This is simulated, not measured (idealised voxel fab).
Module name: voxel wiring stack (process module)
It is cross-section cut that appears here, measuring 175 nm in width, its square cells being 5 nm in size.
Each cross-section below is a grid of square cells, stated as bands in top-down order, with one or more rows of cells making up each band. The band entry comprises the height of the band's top followed by the height of its bottom, expressed in nm, and subsequently the band's materials from left to right, each stated together with its width in nm. Where a single material is marked with the word "throughout", that material fills the band from edge to edge. The word "air" represents empty space. We count height from 0. Below that, the starting wafer is all one material. The lowest band never ends at the bottom but goes on down; see "from 0 down" for how that is written. A width such as "30..40" changes by the same amount from each row of cells to the next, from the band's top row to its bottom row. Step note "no modifications" = no cross-section cell changed. Enclosed voids (no open way to top), threshold 8 cells or more, entry "Enclosed void entries", notation width x height at distance, distance from left edge, nm. Text after the settings on a step's line: the simulator's own remark on that step. overlay nm: mask right of planned place by this much (step with mask). Neg. = left.

## Steps in the process plan
- 1: RECEIVE [material Si]
- 2: CONFORMAL_DEP [material SiO2] [thk nm 15]
- 3: DIRECTIONAL_DEP [material TiN] [thk nm 5]
- 4: DIRECTIONAL_DEP [material Ru] [thk nm 20]
- 5: PATTERN [tone cover] [mask id METAL_1] [material resist] [width nm 25] [pitch nm 50] [thk nm 20] [overlay nm 0]
- 6: DIRECTIONAL_ETCH [etch materials Ru] [depth nm 20]
- 7: DIRECTIONAL_ETCH [etch materials TiN] [depth nm 5]
- 8: STRIP [etch materials resist]
- 9: CONFORMAL_DEP [material SiN] [thk nm 5]
- 10: FILL_DEP [material lowk] [thk nm 10]
- 11: CMP [height nm 40]
- 12: CONFORMAL_DEP [material SiCN] [thk nm 5]
- 13: DIRECTIONAL_DEP [material lowk] [thk nm 30]
- 14: PATTERN [tone open] [mask id METAL_2] [material resist] [width nm 25] [pitch nm 50] [thk nm 15] [overlay nm 0]
- 15: DIRECTIONAL_ETCH [etch materials lowk] [depth nm 15]
- 16: STRIP [etch materials resist]
- 17: DIRECTIONAL_DEP [material aC] [thk nm 15]
- 18: PATTERN [tone open] [mask id METAL_2_HOLES] [material resist] [width nm 15] [pitch nm 50] [thk nm 35] [overlay nm 0]
- 19: DIRECTIONAL_ETCH [etch materials aC] [depth nm 15]
- 20: STRIP [etch materials resist]
- 21: DIRECTIONAL_ETCH [etch materials lowk] [depth nm 15]
- 22: DIRECTIONAL_ETCH [etch materials SiCN] [depth nm 5]
- 23: STRIP [etch materials aC]
- 24: CONFORMAL_DEP [material TiN] [thk nm 5]
- 25: FILL_DEP [material Cu] [thk nm 5]
- 26: CMP [height nm 75]
- 27: CONFORMAL_DEP [material SiCN] [thk nm 5]

## The first wafer of two, processed as planned

## Cross-sectional view of the wafer in its as-received condition, corresponding to the state after step 1
from 0 down = Si throughout
Enclosed void entries: none

## Sectional view: wafer, after step 2
from 15 to 0 = SiO2 throughout
Under the height 0 nothing was changed.

## Sectional view: wafer, after step 3
from 20 to 15 = TiN throughout
Under the height 15 nothing was changed.

## Sectional view: wafer, after step 4
from 40 to 20 = Ru throughout
Under the height 20 nothing was changed.

## Sectional view: wafer, after step 5
from 60 to 40 = air (25), then resist (25), then air (25), then resist (25), then air (25), then resist (25), then air (25)
Under the height 40 nothing was changed.

## Sectional view: wafer, after step 6
from 60 to 40 = air (25), then resist (25), then air (25), then resist (25), then air (25), then resist (25), then air (25)
from 40 to 20 = air (25), then Ru (25), then air (25), then Ru (25), then air (25), then Ru (25), then air (25)
Under the height 20 nothing was changed.

## Sectional view: wafer, after step 7
from 60 to 40 = air (25), then resist (25), then air (25), then resist (25), then air (25), then resist (25), then air (25)
from 40 to 20 = air (25), then Ru (25), then air (25), then Ru (25), then air (25), then Ru (25), then air (25)
from 20 to 15 = air (25), then TiN (25), then air (25), then TiN (25), then air (25), then TiN (25), then air (25)
Under the height 15 nothing was changed.

## Sectional view: wafer, after step 8
from 40 to 20 = air (25), then Ru (25), then air (25), then Ru (25), then air (25), then Ru (25), then air (25)
Under the height 20 nothing was changed.

## Sectional view: wafer, after step 9
from 45 to 40 = air (20), then SiN (35), then air (15), then SiN (35), then air (15), then SiN (35), then air (20)
from 40 to 20 = air (20), then SiN (5), then Ru (25), then SiN (5), then air (15), then SiN (5), then Ru (25), then SiN (5), then air (15), then SiN (5), then Ru (25), then SiN (5), then air (20)
from 20 to 15 = SiN (25), then TiN (25), then SiN (25), then TiN (25), then SiN (25), then TiN (25), then SiN (25)
Under the height 15 nothing was changed.

## Sectional view: wafer, after step 10
from 55 to 45 = lowk throughout
from 45 to 40 = lowk (20), then SiN (35), then lowk (15), then SiN (35), then lowk (15), then SiN (35), then lowk (20)
from 40 to 20 = lowk (20), then SiN (5), then Ru (25), then SiN (5), then lowk (15), then SiN (5), then Ru (25), then SiN (5), then lowk (15), then SiN (5), then Ru (25), then SiN (5), then lowk (20)
Under the height 20 nothing was changed.

## Sectional view: wafer, after step 11
from 40 to 20 = lowk (20), then SiN (5), then Ru (25), then SiN (5), then lowk (15), then SiN (5), then Ru (25), then SiN (5), then lowk (15), then SiN (5), then Ru (25), then SiN (5), then lowk (20)
Under the height 20 nothing was changed.

## Sectional view: wafer, after step 12
from 45 to 40 = SiCN throughout
Under the height 40 nothing was changed.

## Sectional view: wafer, after step 13
from 75 to 45 = lowk throughout
Under the height 45 nothing was changed.

## Sectional view: wafer, after step 14
from 90 to 75 = resist (25), then air (25), then resist (25), then air (25), then resist (25), then air (25), then resist (25)
Under the height 75 nothing was changed.

## Sectional view: wafer, after step 15
from 90 to 75 = resist (25), then air (25), then resist (25), then air (25), then resist (25), then air (25), then resist (25)
from 75 to 60 = lowk (25), then air (25), then lowk (25), then air (25), then lowk (25), then air (25), then lowk (25)
Under the height 60 nothing was changed.

## Sectional view: wafer, after step 16
from 75 to 60 = lowk (25), then air (25), then lowk (25), then air (25), then lowk (25), then air (25), then lowk (25)
Under the height 60 nothing was changed.

## Sectional view: wafer, after step 17
from 90 to 75 = aC (25), then air (25), then aC (25), then air (25), then aC (25), then air (25), then aC (25)
from 75 to 60 = lowk (25), then aC (25), then lowk (25), then aC (25), then lowk (25), then aC (25), then lowk (25)
Under the height 60 nothing was changed.

## Sectional view: wafer, after step 18
from 125 to 90 = resist (25), then air (15), then resist (35), then air (15), then resist (35), then air (15), then resist (35)
from 90 to 75 = aC (25), then air (15), then resist (10), then aC (25), then air (15), then resist (10), then aC (25), then air (15), then resist (10), then aC (25)
Under the height 75 nothing was changed.

## Sectional view: wafer, after step 19
from 110 to 90 = resist (25), then air (15), then resist (35), then air (15), then resist (35), then air (15), then resist (35)
from 90 to 75 = aC (25), then air (15), then resist (10), then aC (25), then air (15), then resist (10), then aC (25), then air (15), then resist (10), then aC (25)
from 75 to 60 = lowk (25), then air (15), then aC (10), then lowk (25), then air (15), then aC (10), then lowk (25), then air (15), then aC (10), then lowk (25)
Under the height 60 nothing was changed.

## Sectional view: wafer, after step 20
from 90 to 75 = aC (25), then air (25), then aC (25), then air (25), then aC (25), then air (25), then aC (25)
Under the height 75 nothing was changed.

## Sectional view: wafer, after step 21
from 90 to 75 = aC (25), then air (25), then aC (25), then air (25), then aC (25), then air (25), then aC (25)
from 75 to 60 = lowk (25), then air (15), then aC (10), then lowk (25), then air (15), then aC (10), then lowk (25), then air (15), then aC (10), then lowk (25)
from 60 to 45 = lowk (25), then air (15), then lowk (35), then air (15), then lowk (35), then air (15), then lowk (35)
Under the height 45 nothing was changed.

## Sectional view: wafer, after step 22
from 90 to 75 = aC (25), then air (25), then aC (25), then air (25), then aC (25), then air (25), then aC (25)
from 75 to 60 = lowk (25), then air (15), then aC (10), then lowk (25), then air (15), then aC (10), then lowk (25), then air (15), then aC (10), then lowk (25)
from 60 to 45 = lowk (25), then air (15), then lowk (35), then air (15), then lowk (35), then air (15), then lowk (35)
from 45 to 40 = SiCN (25), then air (15), then SiCN (35), then air (15), then SiCN (35), then air (15), then SiCN (35)
Under the height 40 nothing was changed.

## Sectional view: wafer, after step 23
from 75 to 60 = lowk (25), then air (25), then lowk (25), then air (25), then lowk (25), then air (25), then lowk (25)
Under the height 60 nothing was changed.

## Sectional view: wafer, after step 24
from 80 to 75 = TiN (30), then air (15), then TiN (35), then air (15), then TiN (35), then air (15), then TiN (30)
from 75 to 65 = lowk (25), then TiN (5), then air (15), then TiN (5), then lowk (25), then TiN (5), then air (15), then TiN (5), then lowk (25), then TiN (5), then air (15), then TiN (5), then lowk (25)
from 65 to 60 = lowk (25), then TiN (5), then air (5), then TiN (15), then lowk (25), then TiN (5), then air (5), then TiN (15), then lowk (25), then TiN (5), then air (5), then TiN (15), then lowk (25)
from 60 to 45 = lowk (25), then TiN (5), then air (5), then TiN (5), then lowk (35), then TiN (5), then air (5), then TiN (5), then lowk (35), then TiN (5), then air (5), then TiN (5), then lowk (35)
from 45 to 40 = SiCN (25), then TiN (15), then SiCN (35), then TiN (15), then SiCN (35), then TiN (15), then SiCN (35)
Under the height 40 nothing was changed.

## Sectional view: wafer, after step 25
from 85 to 80 = Cu throughout
from 80 to 75 = TiN (30), then Cu (15), then TiN (35), then Cu (15), then TiN (35), then Cu (15), then TiN (30)
from 75 to 65 = lowk (25), then TiN (5), then Cu (15), then TiN (5), then lowk (25), then TiN (5), then Cu (15), then TiN (5), then lowk (25), then TiN (5), then Cu (15), then TiN (5), then lowk (25)
from 65 to 60 = lowk (25), then TiN (5), then Cu (5), then TiN (15), then lowk (25), then TiN (5), then Cu (5), then TiN (15), then lowk (25), then TiN (5), then Cu (5), then TiN (15), then lowk (25)
from 60 to 45 = lowk (25), then TiN (5), then Cu (5), then TiN (5), then lowk (35), then TiN (5), then Cu (5), then TiN (5), then lowk (35), then TiN (5), then Cu (5), then TiN (5), then lowk (35)
Under the height 45 nothing was changed.

## Sectional view: wafer, after step 26
from 75 to 65 = lowk (25), then TiN (5), then Cu (15), then TiN (5), then lowk (25), then TiN (5), then Cu (15), then TiN (5), then lowk (25), then TiN (5), then Cu (15), then TiN (5), then lowk (25)
Under the height 65 nothing was changed.

## Sectional view: wafer, after step 27
from 80 to 75 = SiCN throughout
Under the height 75 nothing was changed.

## Wafer two. Identical start, identical plan. One mistake in execution. Identical history through step 13

## Cross-sectional representation of the second wafer at the time designated in the plan for the completion of step 14
from 90 to 75 = resist (20), then air (35), then resist (15), then air (35), then resist (15), then air (35), then resist (20)
Under the height 75 nothing was changed.

## Cross-sectional representation of the second wafer at the time designated in the plan for the completion of step 15
from 90 to 75 = resist (20), then air (35), then resist (15), then air (35), then resist (15), then air (35), then resist (20)
from 75 to 60 = lowk (20), then air (35), then lowk (15), then air (35), then lowk (15), then air (35), then lowk (20)
Under the height 60 nothing was changed.

## Cross-sectional representation of the second wafer at the time designated in the plan for the completion of step 16
from 75 to 60 = lowk (20), then air (35), then lowk (15), then air (35), then lowk (15), then air (35), then lowk (20)
Under the height 60 nothing was changed.

## Cross-sectional representation of the second wafer at the time designated in the plan for the completion of step 17
from 90 to 75 = aC (20), then air (35), then aC (15), then air (35), then aC (15), then air (35), then aC (20)
from 75 to 60 = lowk (20), then aC (35), then lowk (15), then aC (35), then lowk (15), then aC (35), then lowk (20)
Under the height 60 nothing was changed.

## Cross-sectional representation of the second wafer at the time designated in the plan for the completion of step 18
from 125 to 90 = resist (25), then air (15), then resist (35), then air (15), then resist (35), then air (15), then resist (35)
from 90 to 75 = aC (20), then resist (5), then air (15), then resist (15), then aC (15), then resist (5), then air (15), then resist (15), then aC (15), then resist (5), then air (15), then resist (15), then aC (20)
Under the height 75 nothing was changed.

## Cross-sectional representation of the second wafer at the time designated in the plan for the completion of step 19
from 110 to 90 = resist (25), then air (15), then resist (35), then air (15), then resist (35), then air (15), then resist (35)
from 90 to 75 = aC (20), then resist (5), then air (15), then resist (15), then aC (15), then resist (5), then air (15), then resist (15), then aC (15), then resist (5), then air (15), then resist (15), then aC (20)
from 75 to 60 = lowk (20), then aC (5), then air (15), then aC (15), then lowk (15), then aC (5), then air (15), then aC (15), then lowk (15), then aC (5), then air (15), then aC (15), then lowk (20)
Under the height 60 nothing was changed.

## Cross-sectional representation of the second wafer at the time designated in the plan for the completion of step 20
from 90 to 75 = aC (20), then air (35), then aC (15), then air (35), then aC (15), then air (35), then aC (20)
Under the height 75 nothing was changed.

## Cross-sectional representation of the second wafer at the time designated in the plan for the completion of step 21
from 90 to 75 = aC (20), then air (35), then aC (15), then air (35), then aC (15), then air (35), then aC (20)
from 75 to 60 = lowk (20), then aC (5), then air (15), then aC (15), then lowk (15), then aC (5), then air (15), then aC (15), then lowk (15), then aC (5), then air (15), then aC (15), then lowk (20)
from 60 to 45 = lowk (25), then air (15), then lowk (35), then air (15), then lowk (35), then air (15), then lowk (35)
Under the height 45 nothing was changed.

## Cross-sectional representation of the second wafer at the time designated in the plan for the completion of step 22
from 90 to 75 = aC (20), then air (35), then aC (15), then air (35), then aC (15), then air (35), then aC (20)
from 75 to 60 = lowk (20), then aC (5), then air (15), then aC (15), then lowk (15), then aC (5), then air (15), then aC (15), then lowk (15), then aC (5), then air (15), then aC (15), then lowk (20)
from 60 to 45 = lowk (25), then air (15), then lowk (35), then air (15), then lowk (35), then air (15), then lowk (35)
from 45 to 40 = SiCN (25), then air (15), then SiCN (35), then air (15), then SiCN (35), then air (15), then SiCN (35)
Under the height 40 nothing was changed.

## Cross-sectional representation of the second wafer at the time designated in the plan for the completion of step 23
from 75 to 60 = lowk (20), then air (35), then lowk (15), then air (35), then lowk (15), then air (35), then lowk (20)
Under the height 60 nothing was changed.

## Cross-sectional representation of the second wafer at the time designated in the plan for the completion of step 24
from 80 to 75 = TiN (25), then air (25), then TiN (25), then air (25), then TiN (25), then air (25), then TiN (25)
from 75 to 65 = lowk (20), then TiN (5), then air (25), then TiN (5), then lowk (15), then TiN (5), then air (25), then TiN (5), then lowk (15), then TiN (5), then air (25), then TiN (5), then lowk (20)
from 65 to 60 = lowk (20), then TiN (10), then air (5), then TiN (20), then lowk (15), then TiN (10), then air (5), then TiN (20), then lowk (15), then TiN (10), then air (5), then TiN (20), then lowk (20)
from 60 to 45 = lowk (25), then TiN (5), then air (5), then TiN (5), then lowk (35), then TiN (5), then air (5), then TiN (5), then lowk (35), then TiN (5), then air (5), then TiN (5), then lowk (35)
from 45 to 40 = SiCN (25), then TiN (15), then SiCN (35), then TiN (15), then SiCN (35), then TiN (15), then SiCN (35)
Under the height 40 nothing was changed.

## Cross-sectional representation of the second wafer at the time designated in the plan for the completion of step 25
from 85 to 80 = Cu throughout
from 80 to 75 = TiN (25), then Cu (25), then TiN (25), then Cu (25), then TiN (25), then Cu (25), then TiN (25)
from 75 to 65 = lowk (20), then TiN (5), then Cu (25), then TiN (5), then lowk (15), then TiN (5), then Cu (25), then TiN (5), then lowk (15), then TiN (5), then Cu (25), then TiN (5), then lowk (20)
from 65 to 60 = lowk (20), then TiN (10), then Cu (5), then TiN (20), then lowk (15), then TiN (10), then Cu (5), then TiN (20), then lowk (15), then TiN (10), then Cu (5), then TiN (20), then lowk (20)
from 60 to 45 = lowk (25), then TiN (5), then Cu (5), then TiN (5), then lowk (35), then TiN (5), then Cu (5), then TiN (5), then lowk (35), then TiN (5), then Cu (5), then TiN (5), then lowk (35)
Under the height 45 nothing was changed.

## Cross-sectional representation of the second wafer at the time designated in the plan for the completion of step 26
from 75 to 65 = lowk (20), then TiN (5), then Cu (25), then TiN (5), then lowk (15), then TiN (5), then Cu (25), then TiN (5), then lowk (15), then TiN (5), then Cu (25), then TiN (5), then lowk (20)
Under the height 65 nothing was changed.

## Cross-sectional representation of the second wafer at the time designated in the plan for the completion of step 27
from 80 to 75 = SiCN throughout
Under the height 75 nothing was changed.
Plan not followed: so step 14 ended up running with a different setting than we planned, it ran as PATTERN [tone open] [mask id METAL_2] [material resist] [width nm 35] [pitch nm 50] [thk nm 15] [overlay nm 0]
Once processing is complete, comparing cell counts shows that the second wafer has more or fewer of certain materials than the first: Cu +12; TiN +6; lowk -18
